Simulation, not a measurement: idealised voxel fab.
Title: Process Module voxel tone inversion
Each square cell in cross-section cut measures 5 nm, and the section as a whole is 205 nm wide.
When this document writes out a cross-section, it uses a grid of square cells and lists it as bands, beginning at the top and moving down, with a band standing for one or more rows of cells.
Look at the band entry: it leads with the top's height and the bottom's height in nm. Then it lists the materials left to right, with a width in nm for each. The word "all across" on a single material says that material fills the band edge to edge. The word "empty" is empty space.
Height reference: 0 = level under which incoming wafer is all one material. Lowest band: no bottom, runs on downward, e.g. "0 nm and below".
Width spec "30 to 40" -> top row of cells at first value, bottom row at second value, equal per-row change in between.
"no change occurred" (step): cross-section cells unchanged, all of them.
"Voids, sealed" lists enclosed empty spaces (at least 8 cells, no open path upward to the top), each as width x height at distance from the left edge, in nm.
Formally, on a step line, whatever follows the settings is a remark that the simulator itself makes on the step.
"overlay nm" answers the question of how far to the right of plan the mask lay on a step that has a mask, and when it is negative the answer is to the left.

-- These are the steps we planned for the process
- 1: RECEIVE | material Si
- 2: CONFORMAL_DEP | material SiCN | thk nm 5
- 3: DIRECTIONAL_DEP | material aC | thk nm 25
- 4: PATTERN | tone cover | mask id POSTS | material resist | width nm 25 | pitch nm 40 | thk nm 35 | overlay nm 0
- 5: DIRECTIONAL_ETCH | etch materials aC | depth nm 25
- 6: STRIP | etch materials resist
- 7: FILL_DEP | material lowk | thk nm 10
- 8: CMP | height nm 30
- 9: STRIP | etch materials aC
- 10: CONFORMAL_DEP | material TiN | thk nm 5
- 11: FILL_DEP | material Cu | thk nm 5
- 12: CMP | height nm 30
- 13: CONFORMAL_DEP | material SiN | thk nm 5

-- As-received wafer cross-section (after step 1)
0 nm and below: Si all across
Voids, sealed: none

-- The first of two wafers, cross-sectioned at the end of the module, with the run proceeding as planned
35 nm to 30 nm: SiN all across
30 nm to 10 nm: lowk (30) | TiN (5) | Cu (15) | TiN (5) | lowk (15) | TiN (5) | Cu (15) | TiN (5) | lowk (15) | TiN (5) | Cu (15) | TiN (5) | lowk (15) | TiN (5) | Cu (15) | TiN (5) | lowk (30)
10 nm to 5 nm: lowk (30) | TiN (25) | lowk (15) | TiN (25) | lowk (15) | TiN (25) | lowk (15) | TiN (25) | lowk (30)
5 nm to 0 nm: SiCN all across
0 nm and below: Si all across
Voids, sealed: none

-- So this is wafer number two of the two, cut at the end of the module - it started where the first did and had the same plan, we just got one thing wrong running it
35 nm to 30 nm: SiN all across
30 nm to 25 nm: TiN (35) | Cu (15) | TiN (25) | Cu (15) | TiN (25) | Cu (15) | TiN (25) | Cu (15) | TiN (35)
25 nm to 10 nm: lowk (30) | TiN (5) | Cu (15) | TiN (5) | lowk (15) | TiN (5) | Cu (15) | TiN (5) | lowk (15) | TiN (5) | Cu (15) | TiN (5) | lowk (15) | TiN (5) | Cu (15) | TiN (5) | lowk (30)
10 nm to 5 nm: lowk (30) | TiN (25) | lowk (15) | TiN (25) | lowk (15) | TiN (25) | lowk (15) | TiN (25) | lowk (30)
5 nm to 0 nm: SiCN all across
0 nm and below: Si all across
Voids, sealed: none
Against the plan, the run slipped here: step 8 deviated from plan and actually ran as CMP | height nm 25
Looking at both finished wafers in cells, the second ends up ahead of or behind the first on some materials: 21 more of TiN, 21 fewer of lowk
